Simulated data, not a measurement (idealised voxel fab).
A process module follows: voxel air gaps.
Cross-section cut: width 155 nm, square cells of 5 nm.
Just so we're on the same page, the cross-sections are grids of square cells, and they're listed out in bands top to bottom, each band one or more rows deep.
First you get the band's top height and its bottom height, in nm, and then the materials it's made of, left to right, with each width in nm. If you see a single material with "everywhere", that one covers the band edge to edge. "blank" is empty space.
Measure heights from 0. That's the level where, below it, the as-received wafer is all one material. The lowest band is bottomless and extends downward; write it as in "0..down".
The notation "30..40" denotes a width that varies across the rows of cells in the band, beginning at the first number in the top row, finishing at the second number in the bottom row, and changing by an identical amount from each row to the next.
Take "no alterations made" at face value: in the step it is given for, the cross-section changed in none of its cells.
Enclosed voids (no open way to top), threshold 8 cells or more, entry "Closed cavities", notation width x height at distance, distance from left edge, nm.
Note: text after step settings on the step line = simulator remark on that step.
overlay nm: where the mask lay relative to plan, measured to the right, on steps with a mask; negatives go left.
Before/after cross-section pairs, one process step each; after shown to lowest changed band; step and settings beneath. Pairs may be from different runs of this module on the same starting wafer; a pair continues from the one above only where its "Before the step" entry says so.

Before the step
	0..down: Si everywhere
	Closed cavities: none

Step Result
	15..0: SiO2 everywhere
	Nothing below the height 0 has changed.
	Closed cavities: none
Between the two cross-sections above, the process step reads CONFORMAL_DEP | material SiO2 | thk nm 15

Before the step: The prior state of this step coincides with the post-step cross-section of the pair just above.

Step Result
	20..15: SiCN everywhere
	Nothing below the height 15 has changed.
	Closed cavities: none
Between the two cross-sections above, the process step reads CONFORMAL_DEP | material SiCN | thk nm 5

Before the step: The prior state of this step coincides with the post-step cross-section of the pair just above.

Step Result
	60..20: lowk everywhere
	Nothing below the height 20 has changed.
	Closed cavities: none
Between the two cross-sections above, the process step reads DIRECTIONAL_DEP | material lowk | thk nm 40

Before the step: The prior state of this step coincides with the post-step cross-section of the pair just above.

Step Result
	80..60: 30 nm resist | 15 nm blank | 25 nm resist | 15 nm blank | 25 nm resist | 15 nm blank | 30 nm resist
	Nothing below the height 60 has changed.
	Closed cavities: none
Between the two cross-sections above, the process step reads PATTERN | tone open | mask id LINES | material resist | width nm 15 | pitch nm 40 | thk nm 20 | overlay nm 0

Before the step: The prior state of this step coincides with the post-step cross-section of the pair just above.

Step Result
	80..60: 30 nm resist | 15 nm blank | 25 nm resist | 15 nm blank | 25 nm resist | 15 nm blank | 30 nm resist
	60..20: 30 nm lowk | 15 nm blank | 25 nm lowk | 15 nm blank | 25 nm lowk | 15 nm blank | 30 nm lowk
	Nothing below the height 20 has changed.
	Closed cavities: none
Between the two cross-sections above, the process step reads DIRECTIONAL_ETCH | etch materials lowk | depth nm 40

Before the step: The prior state of this step coincides with the post-step cross-section of the pair just above.

Step Result
	60..20: 30 nm lowk | 15 nm blank | 25 nm lowk | 15 nm blank | 25 nm lowk | 15 nm blank | 30 nm lowk
	Nothing below the height 20 has changed.
	Closed cavities: none
Between the two cross-sections above, the process step reads STRIP | etch materials resist

Before the step: The prior state of this step coincides with the post-step cross-section of the pair just above.

Step Result
	65..60: 35 nm TiN | 5 nm blank | 35 nm TiN | 5 nm blank | 35 nm TiN | 5 nm blank | 35 nm TiN
	60..25: 30 nm lowk | 5 nm TiN | 5 nm blank | 5 nm TiN | 25 nm lowk | 5 nm TiN | 5 nm blank | 5 nm TiN | 25 nm lowk | 5 nm TiN | 5 nm blank | 5 nm TiN | 30 nm lowk
	25..20: 30 nm lowk | 15 nm TiN | 25 nm lowk | 15 nm TiN | 25 nm lowk | 15 nm TiN | 30 nm lowk
	Nothing below the height 20 has changed.
	Closed cavities: none
Between the two cross-sections above, the process step reads CONFORMAL_DEP | material TiN | thk nm 5

Before the step: The prior state of this step coincides with the post-step cross-section of the pair just above.

Step Result
	75..65: W everywhere
	65..60: 35 nm TiN | 5 nm W | 35 nm TiN | 5 nm W | 35 nm TiN | 5 nm W | 35 nm TiN
	60..25: 30 nm lowk | 5 nm TiN | 5 nm W | 5 nm TiN | 25 nm lowk | 5 nm TiN | 5 nm W | 5 nm TiN | 25 nm lowk | 5 nm TiN | 5 nm W | 5 nm TiN | 30 nm lowk
	Nothing below the height 25 has changed.
	Closed cavities: none
Between the two cross-sections above, the process step reads FILL_DEP | material W | thk nm 10

Before the step: The prior state of this step coincides with the post-step cross-section of the pair just above.

Step Result
	60..25: 30 nm lowk | 5 nm TiN | 5 nm W | 5 nm TiN | 25 nm lowk | 5 nm TiN | 5 nm W | 5 nm TiN | 25 nm lowk | 5 nm TiN | 5 nm W | 5 nm TiN | 30 nm lowk
	Nothing below the height 25 has changed.
	Closed cavities: none
Between the two cross-sections above, the process step reads CMP | height nm 60

Before the step: The prior state of this step coincides with the post-step cross-section of the pair just above.

Step Result
	70..60: 20 nm blank | 35 nm Ru | 5 nm blank | 35 nm Ru | 5 nm blank | 35 nm Ru | 20 nm blank
	Nothing below the height 60 has changed.
	Closed cavities: none
Between the two cross-sections above, the process step reads EPI | material Ru | thk nm 10

Before the step: The prior state of this step coincides with the post-step cross-section of the pair just above.

Step Result
	70..60: 20 nm blank | 35 nm Ru | 5 nm blank | 35 nm Ru | 5 nm blank | 35 nm Ru | 20 nm blank
	60..25: 30 nm blank | 5 nm TiN | 5 nm W | 5 nm TiN | 25 nm blank | 5 nm TiN | 5 nm W | 5 nm TiN | 25 nm blank | 5 nm TiN | 5 nm W | 5 nm TiN | 30 nm blank
	25..20: 30 nm blank | 15 nm TiN | 25 nm blank | 15 nm TiN | 25 nm blank | 15 nm TiN | 30 nm blank
	Nothing below the height 20 has changed.
	Closed cavities: none
Between the two cross-sections above, the process step reads SELECTIVE_ETCH | etch materials lowk | depth nm 50

Before the step: The prior state of this step coincides with the post-step cross-section of the pair just above.

Step Result
	75..70: 15 nm blank | 125 nm SiCN | 15 nm blank
	70..60: 15 nm blank | 5 nm SiCN | 35 nm Ru | 5 nm SiCN | 35 nm Ru | 5 nm SiCN | 35 nm Ru | 5 nm SiCN | 15 nm blank
	60..55: 15 nm blank | 15 nm SiCN | 5 nm TiN | 5 nm W | 5 nm TiN | 25 nm SiCN | 5 nm TiN | 5 nm W | 5 nm TiN | 25 nm SiCN | 5 nm TiN | 5 nm W | 5 nm TiN | 15 nm SiCN | 15 nm blank
	55..25: 25 nm blank | 5 nm SiCN | 5 nm TiN | 5 nm W | 5 nm TiN | 5 nm SiCN | 15 nm blank | 5 nm SiCN | 5 nm TiN | 5 nm W | 5 nm TiN | 5 nm SiCN | 15 nm blank | 5 nm SiCN | 5 nm TiN | 5 nm W | 5 nm TiN | 5 nm SiCN | 25 nm blank
	25..20: 30 nm SiCN | 15 nm TiN | 25 nm SiCN | 15 nm TiN | 25 nm SiCN | 15 nm TiN | 30 nm SiCN
	Nothing below the height 20 has changed.
	Closed cavities: 15 x 30 at 50; 15 x 30 at 90
Between the two cross-sections above, the process step reads CONFORMAL_DEP | material SiCN | thk nm 5

Before the step
	15..0: SiO2 everywhere
	0..down: Si everywhere
	Closed cavities: none

Step Result
	30..0: SiO2 everywhere
	Nothing below the height 0 has changed.
	Closed cavities: none
Between the two cross-sections above, the process step reads CONFORMAL_DEP | material SiO2 | thk nm 15

Before the step: The prior state of this step coincides with the post-step cross-section of the pair just above.

Step Result
	35..30: SiCN everywhere
	Nothing below the height 30 has changed.
	Closed cavities: none
Between the two cross-sections above, the process step reads CONFORMAL_DEP | material SiCN | thk nm 5

Before the step: The prior state of this step coincides with the post-step cross-section of the pair just above.

Step Result
	75..35: lowk everywhere
	Nothing below the height 35 has changed.
	Closed cavities: none
Between the two cross-sections above, the process step reads DIRECTIONAL_DEP | material lowk | thk nm 40

Before the step: The prior state of this step coincides with the post-step cross-section of the pair just above.

Step Result
	95..75: 30 nm resist | 15 nm blank | 25 nm resist | 15 nm blank | 25 nm resist | 15 nm blank | 30 nm resist
	Nothing below the height 75 has changed.
	Closed cavities: none
Between the two cross-sections above, the process step reads PATTERN | tone open | mask id LINES | material resist | width nm 15 | pitch nm 40 | thk nm 20 | overlay nm 0

Before the step: The prior state of this step coincides with the post-step cross-section of the pair just above.

Step Result
	95..75: 30 nm resist | 15 nm blank | 25 nm resist | 15 nm blank | 25 nm resist | 15 nm blank | 30 nm resist
	75..35: 30 nm lowk | 15 nm blank | 25 nm lowk | 15 nm blank | 25 nm lowk | 15 nm blank | 30 nm lowk
	Nothing below the height 35 has changed.
	Closed cavities: none
Between the two cross-sections above, the process step reads DIRECTIONAL_ETCH | etch materials lowk | depth nm 40

Before the step: The prior state of this step coincides with the post-step cross-section of the pair just above.

Step Result
	75..35: 30 nm lowk | 15 nm blank | 25 nm lowk | 15 nm blank | 25 nm lowk | 15 nm blank | 30 nm lowk
	Nothing below the height 35 has changed.
	Closed cavities: none
Between the two cross-sections above, the process step reads STRIP | etch materials resist

Before the step: The prior state of this step coincides with the post-step cross-section of the pair just above.

Step Result
	80..75: 35 nm TiN | 5 nm blank | 35 nm TiN | 5 nm blank | 35 nm TiN | 5 nm blank | 35 nm TiN
	75..40: 30 nm lowk | 5 nm TiN | 5 nm blank | 5 nm TiN | 25 nm lowk | 5 nm TiN | 5 nm blank | 5 nm TiN | 25 nm lowk | 5 nm TiN | 5 nm blank | 5 nm TiN | 30 nm lowk
	40..35: 30 nm lowk | 15 nm TiN | 25 nm lowk | 15 nm TiN | 25 nm lowk | 15 nm TiN | 30 nm lowk
	Nothing below the height 35 has changed.
	Closed cavities: none
Between the two cross-sections above, the process step reads CONFORMAL_DEP | material TiN | thk nm 5

Before the step: The prior state of this step coincides with the post-step cross-section of the pair just above.

Step Result
	90..80: W everywhere
	80..75: 35 nm TiN | 5 nm W | 35 nm TiN | 5 nm W | 35 nm TiN | 5 nm W | 35 nm TiN
	75..40: 30 nm lowk | 5 nm TiN | 5 nm W | 5 nm TiN | 25 nm lowk | 5 nm TiN | 5 nm W | 5 nm TiN | 25 nm lowk | 5 nm TiN | 5 nm W | 5 nm TiN | 30 nm lowk
	Nothing below the height 40 has changed.
	Closed cavities: none
Between the two cross-sections above, the process step reads FILL_DEP | material W | thk nm 10

Before the step: The prior state of this step coincides with the post-step cross-section of the pair just above.

Step Result
	60..40: 30 nm lowk | 5 nm TiN | 5 nm W | 5 nm TiN | 25 nm lowk | 5 nm TiN | 5 nm W | 5 nm TiN | 25 nm lowk | 5 nm TiN | 5 nm W | 5 nm TiN | 30 nm lowk
	Nothing below the height 40 has changed.
	Closed cavities: none
Between the two cross-sections above, the process step reads CMP | height nm 60

Before the step: The prior state of this step coincides with the post-step cross-section of the pair just above.

Step Result
	70..60: 20 nm blank | 35 nm Ru | 5 nm blank | 35 nm Ru | 5 nm blank | 35 nm Ru | 20 nm blank
	Nothing below the height 60 has changed.
	Closed cavities: none
Between the two cross-sections above, the process step reads EPI | material Ru | thk nm 10

Before the step: The prior state of this step coincides with the post-step cross-section of the pair just above.

Step Result
	70..60: 20 nm blank | 35 nm Ru | 5 nm blank | 35 nm Ru | 5 nm blank | 35 nm Ru | 20 nm blank
	60..40: 30 nm blank | 5 nm TiN | 5 nm W | 5 nm TiN | 25 nm blank | 5 nm TiN | 5 nm W | 5 nm TiN | 25 nm blank | 5 nm TiN | 5 nm W | 5 nm TiN | 30 nm blank
	40..35: 30 nm blank | 15 nm TiN | 25 nm blank | 15 nm TiN | 25 nm blank | 15 nm TiN | 30 nm blank
	Nothing below the height 35 has changed.
	Closed cavities: none
Between the two cross-sections above, the process step reads SELECTIVE_ETCH | etch materials lowk | depth nm 50

Before the step: The prior state of this step coincides with the post-step cross-section of the pair just above.

Step Result
	75..70: 15 nm blank | 125 nm SiCN | 15 nm blank
	70..60: 15 nm blank | 5 nm SiCN | 35 nm Ru | 5 nm SiCN | 35 nm Ru | 5 nm SiCN | 35 nm Ru | 5 nm SiCN | 15 nm blank
	60..55: 15 nm blank | 15 nm SiCN | 5 nm TiN | 5 nm W | 5 nm TiN | 25 nm SiCN | 5 nm TiN | 5 nm W | 5 nm TiN | 25 nm SiCN | 5 nm TiN | 5 nm W | 5 nm TiN | 15 nm SiCN | 15 nm blank
	55..40: 25 nm blank | 5 nm SiCN | 5 nm TiN | 5 nm W | 5 nm TiN | 5 nm SiCN | 15 nm blank | 5 nm SiCN | 5 nm TiN | 5 nm W | 5 nm TiN | 5 nm SiCN | 15 nm blank | 5 nm SiCN | 5 nm TiN | 5 nm W | 5 nm TiN | 5 nm SiCN | 25 nm blank
	40..35: 30 nm SiCN | 15 nm TiN | 25 nm SiCN | 15 nm TiN | 25 nm SiCN | 15 nm TiN | 30 nm SiCN
	Nothing below the height 35 has changed.
	Closed cavities: 15 x 15 at 50; 15 x 15 at 90
Between the two cross-sections above, the process step reads CONFORMAL_DEP | material SiCN | thk nm 5

Before the step
	15..0: SiO2 everywhere
	0..down: Si everywhere
	Closed cavities: none

Step Result
	55..15: lowk everywhere
	Nothing below the height 15 has changed.
	Closed cavities: none
Between the two cross-sections above, the process step reads DIRECTIONAL_DEP | material lowk | thk nm 40

Before the step: The prior state of this step coincides with the post-step cross-section of the pair just above.

Step Result
	60..55: SiCN everywhere
	Nothing below the height 55 has changed.
	Closed cavities: none
Between the two cross-sections above, the process step reads CONFORMAL_DEP | material SiCN | thk nm 5

Before the step: The prior state of this step coincides with the post-step cross-section of the pair just above.

Step Result
	80..60: 30 nm resist | 15 nm blank | 25 nm resist | 15 nm blank | 25 nm resist | 15 nm blank | 30 nm resist
	Nothing below the height 60 has changed.
	Closed cavities: none
Between the two cross-sections above, the process step reads PATTERN | tone open | mask id LINES | material resist | width nm 15 | pitch nm 40 | thk nm 20 | overlay nm 0

Before the step: The prior state of this step coincides with the post-step cross-section of the pair just above.

Step Result
	60..55: SiCN everywhere
	Nothing below the height 55 has changed.
	Closed cavities: none
Between the two cross-sections above, the process step reads STRIP | etch materials resist

Before the step: The prior state of this step coincides with the post-step cross-section of the pair just above.

Step Result
	65..60: TiN everywhere
	Nothing below the height 60 has changed.
	Closed cavities: none
Between the two cross-sections above, the process step reads CONFORMAL_DEP | material TiN | thk nm 5

Before the step: The prior state of this step coincides with the post-step cross-section of the pair just above.

Step Result
	75..65: W everywhere
	Nothing below the height 65 has changed.
	Closed cavities: none
Between the two cross-sections above, the process step reads FILL_DEP | material W | thk nm 10

Before the step: The prior state of this step coincides with the post-step cross-section of the pair just above.

Step Result
	60..55: SiCN everywhere
	Nothing below the height 55 has changed.
	Closed cavities: none
Between the two cross-sections above, the process step reads CMP | height nm 60

Before the step: The prior state of this step coincides with the post-step cross-section of the pair just above.

Step Result
	65..55: SiCN everywhere
	Nothing below the height 55 has changed.
	Closed cavities: none
Between the two cross-sections above, the process step reads CONFORMAL_DEP | material SiCN | thk nm 5

Before the step
	75..65: W everywhere
	65..60: 35 nm TiN | 5 nm W | 35 nm TiN | 5 nm W | 35 nm TiN | 5 nm W | 35 nm TiN
	60..25: 30 nm lowk | 5 nm TiN | 5 nm W | 5 nm TiN | 25 nm lowk | 5 nm TiN | 5 nm W | 5 nm TiN | 25 nm lowk | 5 nm TiN | 5 nm W | 5 nm TiN | 30 nm lowk
	25..20: 30 nm lowk | 15 nm TiN | 25 nm lowk | 15 nm TiN | 25 nm lowk | 15 nm TiN | 30 nm lowk
	20..15: SiCN everywhere
	15..0: SiO2 everywhere
	0..down: Si everywhere
	Closed cavities: none

Step Result
	50..25: 30 nm lowk | 5 nm TiN | 5 nm W | 5 nm TiN | 25 nm lowk | 5 nm TiN | 5 nm W | 5 nm TiN | 25 nm lowk | 5 nm TiN | 5 nm W | 5 nm TiN | 30 nm lowk
	Nothing below the height 25 has changed.
	Closed cavities: none
Between the two cross-sections above, the process step reads CMP | height nm 50

Before the step: The prior state of this step coincides with the post-step cross-section of the pair just above.

Step Result
	60..50: 20 nm blank | 35 nm Ru | 5 nm blank | 35 nm Ru | 5 nm blank | 35 nm Ru | 20 nm blank
	Nothing below the height 50 has changed.
	Closed cavities: none
Between the two cross-sections above, the process step reads EPI | material Ru | thk nm 10

Before the step: The prior state of this step coincides with the post-step cross-section of the pair just above.

Step Result
	60..50: 20 nm blank | 35 nm Ru | 5 nm blank | 35 nm Ru | 5 nm blank | 35 nm Ru | 20 nm blank
	50..25: 30 nm blank | 5 nm TiN | 5 nm W | 5 nm TiN | 25 nm blank | 5 nm TiN | 5 nm W | 5 nm TiN | 25 nm blank | 5 nm TiN | 5 nm W | 5 nm TiN | 30 nm blank
	25..20: 30 nm blank | 15 nm TiN | 25 nm blank | 15 nm TiN | 25 nm blank | 15 nm TiN | 30 nm blank
	Nothing below the height 20 has changed.
	Closed cavities: none
Between the two cross-sections above, the process step reads SELECTIVE_ETCH | etch materials lowk | depth nm 50

Before the step: The prior state of this step coincides with the post-step cross-section of the pair just above.

Step Result
	65..60: 15 nm blank | 125 nm SiCN | 15 nm blank
	60..50: 15 nm blank | 5 nm SiCN | 35 nm Ru | 5 nm SiCN | 35 nm Ru | 5 nm SiCN | 35 nm Ru | 5 nm SiCN | 15 nm blank
	50..45: 15 nm blank | 15 nm SiCN | 5 nm TiN | 5 nm W | 5 nm TiN | 25 nm SiCN | 5 nm TiN | 5 nm W | 5 nm TiN | 25 nm SiCN | 5 nm TiN | 5 nm W | 5 nm TiN | 15 nm SiCN | 15 nm blank
	45..25: 25 nm blank | 5 nm SiCN | 5 nm TiN | 5 nm W | 5 nm TiN | 5 nm SiCN | 15 nm blank | 5 nm SiCN | 5 nm TiN | 5 nm W | 5 nm TiN | 5 nm SiCN | 15 nm blank | 5 nm SiCN | 5 nm TiN | 5 nm W | 5 nm TiN | 5 nm SiCN | 25 nm blank
	25..20: 30 nm SiCN | 15 nm TiN | 25 nm SiCN | 15 nm TiN | 25 nm SiCN | 15 nm TiN | 30 nm SiCN
	Nothing below the height 20 has changed.
	Closed cavities: 15 x 20 at 50; 15 x 20 at 90
Between the two cross-sections above, the process step reads CONFORMAL_DEP | material SiCN | thk nm 5

Before the step
	60..20: lowk everywhere
	20..15: SiCN everywhere
	15..0: SiO2 everywhere
	0..down: Si everywhere
	Closed cavities: none

Step Result
	80..60: 25 nm resist | 25 nm blank | 15 nm resist | 25 nm blank | 15 nm resist | 25 nm blank | 25 nm resist
	Nothing below the height 60 has changed.
	Closed cavities: none
Between the two cross-sections above, the process step reads PATTERN | tone open | mask id LINES | material resist | width nm 25 | pitch nm 40 | thk nm 20 | overlay nm 0

Before the step: The prior state of this step coincides with the post-step cross-section of the pair just above.

Step Result
	80..60: 25 nm resist | 25 nm blank | 15 nm resist | 25 nm blank | 15 nm resist | 25 nm blank | 25 nm resist
	60..20: 25 nm lowk | 25 nm blank | 15 nm lowk | 25 nm blank | 15 nm lowk | 25 nm blank | 25 nm lowk
	Nothing below the height 20 has changed.
	Closed cavities: none
Between the two cross-sections above, the process step reads DIRECTIONAL_ETCH | etch materials lowk | depth nm 40

Before the step: The prior state of this step coincides with the post-step cross-section of the pair just above.

Step Result
	60..20: 25 nm lowk | 25 nm blank | 15 nm lowk | 25 nm blank | 15 nm lowk | 25 nm blank | 25 nm lowk
	Nothing below the height 20 has changed.
	Closed cavities: none
Between the two cross-sections above, the process step reads STRIP | etch materials resist

Before the step: The prior state of this step coincides with the post-step cross-section of the pair just above.

Step Result
	65..60: 30 nm TiN | 15 nm blank | 25 nm TiN | 15 nm blank | 25 nm TiN | 15 nm blank | 30 nm TiN
	60..25: 25 nm lowk | 5 nm TiN | 15 nm blank | 5 nm TiN | 15 nm lowk | 5 nm TiN | 15 nm blank | 5 nm TiN | 15 nm lowk | 5 nm TiN | 15 nm blank | 5 nm TiN | 25 nm lowk
	25..20: 25 nm lowk | 25 nm TiN | 15 nm lowk | 25 nm TiN | 15 nm lowk | 25 nm TiN | 25 nm lowk
	Nothing below the height 20 has changed.
	Closed cavities: none
Between the two cross-sections above, the process step reads CONFORMAL_DEP | material TiN | thk nm 5

Before the step: The prior state of this step coincides with the post-step cross-section of the pair just above.

Step Result
	75..65: W everywhere
	65..60: 30 nm TiN | 15 nm W | 25 nm TiN | 15 nm W | 25 nm TiN | 15 nm W | 30 nm TiN
	60..25: 25 nm lowk | 5 nm TiN | 15 nm W | 5 nm TiN | 15 nm lowk | 5 nm TiN | 15 nm W | 5 nm TiN | 15 nm lowk | 5 nm TiN | 15 nm W | 5 nm TiN | 25 nm lowk
	Nothing below the height 25 has changed.
	Closed cavities: none
Between the two cross-sections above, the process step reads FILL_DEP | material W | thk nm 10

Before the step: The prior state of this step coincides with the post-step cross-section of the pair just above.

Step Result
	60..25: 25 nm lowk | 5 nm TiN | 15 nm W | 5 nm TiN | 15 nm lowk | 5 nm TiN | 15 nm W | 5 nm TiN | 15 nm lowk | 5 nm TiN | 15 nm W | 5 nm TiN | 25 nm lowk
	Nothing below the height 25 has changed.
	Closed cavities: none
Between the two cross-sections above, the process step reads CMP | height nm 60

Before the step: The prior state of this step coincides with the post-step cross-section of the pair just above.

Step Result
	70..60: 15 nm blank | 125 nm Ru | 15 nm blank
	Nothing below the height 60 has changed.
	Closed cavities: none
Between the two cross-sections above, the process step reads EPI | material Ru | thk nm 10

Before the step: The prior state of this step coincides with the post-step cross-section of the pair just above.

Step Result
	70..60: 15 nm blank | 125 nm Ru | 15 nm blank
	60..25: 25 nm blank | 5 nm TiN | 15 nm W | 5 nm TiN | 15 nm lowk | 5 nm TiN | 15 nm W | 5 nm TiN | 15 nm lowk | 5 nm TiN | 15 nm W | 5 nm TiN | 25 nm blank
	25..20: 25 nm blank | 25 nm TiN | 15 nm lowk | 25 nm TiN | 15 nm lowk | 25 nm TiN | 25 nm blank
	Nothing below the height 20 has changed.
	Closed cavities: none
Between the two cross-sections above, the process step reads SELECTIVE_ETCH | etch materials lowk | depth nm 50

Before the step: The prior state of this step coincides with the post-step cross-section of the pair just above.

Step Result
	75..70: 10 nm blank | 135 nm SiCN | 10 nm blank
	70..60: 10 nm blank | 5 nm SiCN | 125 nm Ru | 5 nm SiCN | 10 nm blank
	60..55: 10 nm blank | 15 nm SiCN | 5 nm TiN | 15 nm W | 5 nm TiN | 15 nm lowk | 5 nm TiN | 15 nm W | 5 nm TiN | 15 nm lowk | 5 nm TiN | 15 nm W | 5 nm TiN | 15 nm SiCN | 10 nm blank
	55..25: 20 nm blank | 5 nm SiCN | 5 nm TiN | 15 nm W | 5 nm TiN | 15 nm lowk | 5 nm TiN | 15 nm W | 5 nm TiN | 15 nm lowk | 5 nm TiN | 15 nm W | 5 nm TiN | 5 nm SiCN | 20 nm blank
	25..20: 25 nm SiCN | 25 nm TiN | 15 nm lowk | 25 nm TiN | 15 nm lowk | 25 nm TiN | 25 nm SiCN
	Nothing below the height 20 has changed.
	Closed cavities: none
Between the two cross-sections above, the process step reads CONFORMAL_DEP | material SiCN | thk nm 5

Before the step
	60..20: lowk everywhere
	20..15: SiCN everywhere
	15..0: SiO2 everywhere
	0..down: Si everywhere
	Closed cavities: none

Step Result
	80..60: 40 nm resist | 15 nm blank | 25 nm resist | 15 nm blank | 25 nm resist | 15 nm blank | 20 nm resist
	Nothing below the height 60 has changed.
	Closed cavities: none
Between the two cross-sections above, the process step reads PATTERN | tone open | mask id LINES | material resist | width nm 15 | pitch nm 40 | thk nm 20 | overlay nm 10

Before the step: The prior state of this step coincides with the post-step cross-section of the pair just above.

Step Result
	80..60: 40 nm resist | 15 nm blank | 25 nm resist | 15 nm blank | 25 nm resist | 15 nm blank | 20 nm resist
	60..20: 40 nm lowk | 15 nm blank | 25 nm lowk | 15 nm blank | 25 nm lowk | 15 nm blank | 20 nm lowk
	Nothing below the height 20 has changed.
	Closed cavities: none
Between the two cross-sections above, the process step reads DIRECTIONAL_ETCH | etch materials lowk | depth nm 40

Before the step: The prior state of this step coincides with the post-step cross-section of the pair just above.

Step Result
	60..20: 40 nm lowk | 15 nm blank | 25 nm lowk | 15 nm blank | 25 nm lowk | 15 nm blank | 20 nm lowk
	Nothing below the height 20 has changed.
	Closed cavities: none
Between the two cross-sections above, the process step reads STRIP | etch materials resist

Before the step: The prior state of this step coincides with the post-step cross-section of the pair just above.

Step Result
	65..60: 45 nm TiN | 5 nm blank | 35 nm TiN | 5 nm blank | 35 nm TiN | 5 nm blank | 25 nm TiN
	60..25: 40 nm lowk | 5 nm TiN | 5 nm blank | 5 nm TiN | 25 nm lowk | 5 nm TiN | 5 nm blank | 5 nm TiN | 25 nm lowk | 5 nm TiN | 5 nm blank | 5 nm TiN | 20 nm lowk
	25..20: 40 nm lowk | 15 nm TiN | 25 nm lowk | 15 nm TiN | 25 nm lowk | 15 nm TiN | 20 nm lowk
	Nothing below the height 20 has changed.
	Closed cavities: none
Between the two cross-sections above, the process step reads CONFORMAL_DEP | material TiN | thk nm 5

Before the step: The prior state of this step coincides with the post-step cross-section of the pair just above.

Step Result
	75..65: W everywhere
	65..60: 45 nm TiN | 5 nm W | 35 nm TiN | 5 nm W | 35 nm TiN | 5 nm W | 25 nm TiN
	60..25: 40 nm lowk | 5 nm TiN | 5 nm W | 5 nm TiN | 25 nm lowk | 5 nm TiN | 5 nm W | 5 nm TiN | 25 nm lowk | 5 nm TiN | 5 nm W | 5 nm TiN | 20 nm lowk
	Nothing below the height 25 has changed.
	Closed cavities: none
Between the two cross-sections above, the process step reads FILL_DEP | material W | thk nm 10

Before the step: The prior state of this step coincides with the post-step cross-section of the pair just above.

Step Result
	60..25: 40 nm lowk | 5 nm TiN | 5 nm W | 5 nm TiN | 25 nm lowk | 5 nm TiN | 5 nm W | 5 nm TiN | 25 nm lowk | 5 nm TiN | 5 nm W | 5 nm TiN | 20 nm lowk
	Nothing below the height 25 has changed.
	Closed cavities: none
Between the two cross-sections above, the process step reads CMP | height nm 60

Before the step: The prior state of this step coincides with the post-step cross-section of the pair just above.

Step Result
	70..60: 30 nm blank | 35 nm Ru | 5 nm blank | 35 nm Ru | 5 nm blank | 35 nm Ru | 10 nm blank
	Nothing below the height 60 has changed.
	Closed cavities: none
Between the two cross-sections above, the process step reads EPI | material Ru | thk nm 10

Before the step: The prior state of this step coincides with the post-step cross-section of the pair just above.

Step Result
	70..60: 30 nm blank | 35 nm Ru | 5 nm blank | 35 nm Ru | 5 nm blank | 35 nm Ru | 10 nm blank
	60..25: 40 nm blank | 5 nm TiN | 5 nm W | 5 nm TiN | 25 nm blank | 5 nm TiN | 5 nm W | 5 nm TiN | 25 nm blank | 5 nm TiN | 5 nm W | 5 nm TiN | 20 nm blank
	25..20: 40 nm blank | 15 nm TiN | 25 nm blank | 15 nm TiN | 25 nm blank | 15 nm TiN | 20 nm blank
	Nothing below the height 20 has changed.
	Closed cavities: none
Between the two cross-sections above, the process step reads SELECTIVE_ETCH | etch materials lowk | depth nm 50

Before the step: The prior state of this step coincides with the post-step cross-section of the pair just above.

Step Result
	75..70: 25 nm blank | 125 nm SiCN | 5 nm blank
	70..60: 25 nm blank | 5 nm SiCN | 35 nm Ru | 5 nm SiCN | 35 nm Ru | 5 nm SiCN | 35 nm Ru | 5 nm SiCN | 5 nm blank
	60..55: 25 nm blank | 15 nm SiCN | 5 nm TiN | 5 nm W | 5 nm TiN | 25 nm SiCN | 5 nm TiN | 5 nm W | 5 nm TiN | 25 nm SiCN | 5 nm TiN | 5 nm W | 5 nm TiN | 15 nm SiCN | 5 nm blank
	55..25: 35 nm blank | 5 nm SiCN | 5 nm TiN | 5 nm W | 5 nm TiN | 5 nm SiCN | 15 nm blank | 5 nm SiCN | 5 nm TiN | 5 nm W | 5 nm TiN | 5 nm SiCN | 15 nm blank | 5 nm SiCN | 5 nm TiN | 5 nm W | 5 nm TiN | 5 nm SiCN | 15 nm blank
	25..20: 40 nm SiCN | 15 nm TiN | 25 nm SiCN | 15 nm TiN | 25 nm SiCN | 15 nm TiN | 20 nm SiCN
	Nothing below the height 20 has changed.
	Closed cavities: 15 x 30 at 60; 15 x 30 at 100
Between the two cross-sections above, the process step reads CONFORMAL_DEP | material SiCN | thk nm 5

Before the step
	20..15: SiCN everywhere
	15..0: SiO2 everywhere
	0..down: Si everywhere
	Closed cavities: none

Step Result
	60..20: Ru everywhere
	Nothing below the height 20 has changed.
	Closed cavities: none
Between the two cross-sections above, the process step reads DIRECTIONAL_DEP | material Ru | thk nm 40

Before the step: The prior state of this step coincides with the post-step cross-section of the pair just above.

Step Result
	80..60: 30 nm resist | 15 nm blank | 25 nm resist | 15 nm blank | 25 nm resist | 15 nm blank | 30 nm resist
	Nothing below the height 60 has changed.
	Closed cavities: none
Between the two cross-sections above, the process step reads PATTERN | tone open | mask id LINES | material resist | width nm 15 | pitch nm 40 | thk nm 20 | overlay nm 0

Before the step: The prior state of this step coincides with the post-step cross-section of the pair just above.

Step Result
	60..20: Ru everywhere
	Nothing below the height 20 has changed.
	Closed cavities: none
Between the two cross-sections above, the process step reads STRIP | etch materials resist

Before the step: The prior state of this step coincides with the post-step cross-section of the pair just above.

Step Result
	65..60: TiN everywhere
	Nothing below the height 60 has changed.
	Closed cavities: none
Between the two cross-sections above, the process step reads CONFORMAL_DEP | material TiN | thk nm 5

Before the step: The prior state of this step coincides with the post-step cross-section of the pair just above.

Step Result
	75..65: W everywhere
	Nothing below the height 65 has changed.
	Closed cavities: none
Between the two cross-sections above, the process step reads FILL_DEP | material W | thk nm 10

Before the step: The prior state of this step coincides with the post-step cross-section of the pair just above.

Step Result
	60..20: Ru everywhere
	Nothing below the height 20 has changed.
	Closed cavities: none
Between the two cross-sections above, the process step reads CMP | height nm 60

Before the step: The prior state of this step coincides with the post-step cross-section of the pair just above.

Step Result
	70..20: Ru everywhere
	Nothing below the height 20 has changed.
	Closed cavities: none
Between the two cross-sections above, the process step reads EPI | material Ru | thk nm 10

Before the step: The prior state of this step coincides with the post-step cross-section of the pair just above.

Step Result
	75..70: SiCN everywhere
	Nothing below the height 70 has changed.
	Closed cavities: none
Between the two cross-sections above, the process step reads CONFORMAL_DEP | material SiCN | thk nm 5

Before the step
	60..20: lowk everywhere
	20..15: SiCN everywhere
	15..0: SiO2 everywhere
	0..down: Si everywhere
	Closed cavities: none

Step Result
	80..60: 30 nm blank | 15 nm resist | 25 nm blank | 15 nm resist | 25 nm blank | 15 nm resist | 30 nm blank
	Nothing below the height 60 has changed.
	Closed cavities: none
Between the two cross-sections above, the process step reads PATTERN | tone cover | mask id LINES | material resist | width nm 15 | pitch nm 40 | thk nm 20 | overlay nm 0
